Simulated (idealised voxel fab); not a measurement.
process module | voxel trench capacitor
cross-section cut | 300 nm wide | cells 5 nm
A cross-section is a grid of square cells, given in bands from the top down. A band is one or more rows of cells.
Each band's line starts with the height of the band's top and of its bottom, in nm. Then come its materials from left to right, each with its width in nm. One material with "throughout" fills the band from edge to edge. "air" is empty space.
Height 0 is the level under which the wafer as received is all one material. The lowest band goes on downwards, as in "0 down".
A width such as "30 to 40" changes by the same amount from each row of cells to the next, from the band's top row to its bottom row.
"no change" after a step means that no cell of the cross-section changed.
closed voids: empty space of 8 cells or more with no open way to the top, each as width x height at its distance from the left edge, in nm
after a step's settings: what the simulator itself notes on the step
overlay nm, on a step with a mask: how far to the right of its planned place the mask lay; to the left if negative
plan
1 op RECEIVE | material Si
2 op CONFORMAL_DEP | material SiN | thk nm 5
3 op DIRECTIONAL_DEP | material aC | thk nm 10
4 op PATTERN | tone open | mask id TRENCH | material resist | width nm 20 | pitch nm 35 | thk nm 30 | overlay nm -15
5 op DIRECTIONAL_ETCH | etch materials aC | depth nm 10
6 op STRIP | etch materials resist
7 op DIRECTIONAL_ETCH | etch materials SiN | depth nm 5
8 op DIRECTIONAL_ETCH | etch materials Si | depth nm 35
9 op STRIP | etch materials aC
10 op CONFORMAL_DEP | material SiO2 | thk nm 5
11 op FILL_DEP | material polySi | thk nm 10
12 op CMP | height nm 5
varied across the wafers: overlay nm of step 4. The plan shows the first wafer's value. All wafers start alike
first wafer as received, after step 1
  0 down: Si throughout
  closed voids: none
each wafer at the end: cells of each material gained (+) or lost (-) since it was received, then its closed voids
overlay nm -15 | -84 Si | +48 SiN | +54 SiO2 | +42 polySi | closed voids: none
overlay nm -10 | -84 Si | +48 SiN | +54 SiO2 | +42 polySi | closed voids: none
overlay nm -5 | -84 Si | +48 SiN | +54 SiO2 | +42 polySi | closed voids: none
overlay nm 0 | -84 Si | +48 SiN | +54 SiO2 | +42 polySi | closed voids: none
overlay nm 5 | -84 Si | +48 SiN | +54 SiO2 | +42 polySi | closed voids: none
overlay nm 10 | -84 Si | +48 SiN | +54 SiO2 | +42 polySi | closed voids: none
overlay nm 15 | -84 Si | +48 SiN | +54 SiO2 | +42 polySi | closed voids: none
